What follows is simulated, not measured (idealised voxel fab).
The following process module bears the name voxel wiring stack.
Pictured: cross-section cut, 300 nm wide, on a grid of 5 nm square cells.
Just so we're on the same page, the cross-sections are grids of square cells, and they're listed out in bands top to bottom, each band one or more rows deep.
Band entry format. Leading values: height of top, height of bottom, nm. Remainder: materials in left-to-right order, each with its width in nm. Special words: "full width" on a single material, which then fills the band edge to edge; "blank", empty space.
Height 0 is the level under which the wafer as received is all one material. The lowest band goes on downwards, as in "from 0 down".
The two numbers in a width such as "30 to 40" mark its ends across the band: the first belongs to the top row of cells, the second to the bottom row, and from each row to the next the width moves by the same amount.
Key: "stayed the same" - step with no changed cell in the cross-section.
Under "Sealed voids" you'll find the enclosed gaps, the ones with no way out to the top, that are 8 cells or bigger; each reads width x height at distance, with distance counted from the left edge, everything in nm.
Past the settings on a step's line: simulator remark, on that step.
If you see "overlay nm" on a step's line and that step has a mask, it's telling you how far right of where it was planned the mask ended up; a negative number means it went left instead.

### Process steps - plan
1 RECEIVE (material Si)
2 CONFORMAL_DEP (material SiO2; thk nm 10)
3 DIRECTIONAL_DEP (material TiN; thk nm 5)
4 DIRECTIONAL_DEP (material W; thk nm 15)
5 PATTERN (tone cover; mask id METAL_1; material resist; width nm 30; pitch nm 50; thk nm 20; overlay nm 0)
6 DIRECTIONAL_ETCH (etch materials W; depth nm 15)
7 DIRECTIONAL_ETCH (etch materials TiN; depth nm 5)
8 STRIP (etch materials resist)
9 FILL_DEP (material lowk; thk nm 10)
10 CMP (height nm 30)
11 CONFORMAL_DEP (material SiCN; thk nm 5)
12 DIRECTIONAL_DEP (material lowk; thk nm 10)
13 PATTERN (tone open; mask id PLUG_1; material resist; width nm 15; pitch nm 50; thk nm 20; overlay nm 0)
14 DIRECTIONAL_ETCH (etch materials lowk; depth nm 10)
15 DIRECTIONAL_ETCH (etch materials SiCN; depth nm 5)
16 STRIP (etch materials resist)
17 EPI (material Ru; thk nm 10)
18 EPI (material Ru; thk nm 5)
19 CONFORMAL_DEP (material SiCN; thk nm 5)
20 DIRECTIONAL_DEP (material SiO2; thk nm 15)
21 DIRECTIONAL_DEP (material aC; thk nm 10)
22 PATTERN (tone open; mask id METAL_2; material resist; width nm 30; pitch nm 50; thk nm 30; overlay nm 0)
23 DIRECTIONAL_ETCH (etch materials aC; depth nm 10)
24 STRIP (etch materials resist)
25 DIRECTIONAL_ETCH (etch materials SiO2; depth nm 15)
26 DIRECTIONAL_ETCH (etch materials SiCN; depth nm 5)
27 STRIP (etch materials aC)
28 CONFORMAL_DEP (material TiN; thk nm 5)
29 FILL_DEP (material Ru; thk nm 10)
30 CMP (height nm 65)
31 EPI (material Ru; thk nm 5)
32 FILL_DEP (material SiCN; thk nm 5)

### As received (post step 1): cross-section
  from 0 down: Si full width
  Sealed voids: none

### End-of-module cross-section. Starting structure and process plan as above; one mistake made in running it
  from 65 to 60: SiCN full width
  from 60 to 55: SiCN 80, Ru 40, SiCN 10, Ru 40, SiCN 10, Ru 40, SiCN 80
  from 55 to 50: SiO2 85, TiN 5, Ru 20, TiN 5, SiO2 20, TiN 5, Ru 20, TiN 5, SiO2 20, TiN 5, Ru 20, TiN 5, SiO2 85
  from 50 to 45: SiCN 85, TiN 30, SiCN 20, TiN 30, SiCN 20, TiN 30, SiCN 85
  from 45 to 35: lowk 85, Ru 15, lowk 35, Ru 15, lowk 35, Ru 15, lowk 100
  from 35 to 30: SiCN 85, Ru 15, SiCN 35, Ru 15, SiCN 35, Ru 15, SiCN 100
  from 30 to 15: lowk 85, W 30, lowk 20, W 30, lowk 20, W 30, lowk 85
  from 15 to 10: lowk 85, TiN 30, lowk 20, TiN 30, lowk 20, TiN 30, lowk 85
  from 10 to 0: SiO2 full width
  from 0 down: Si full width
  Sealed voids: none
Against the plan, the run slipped here: planned and actual differ for step 30; actual: CMP (height nm 55)
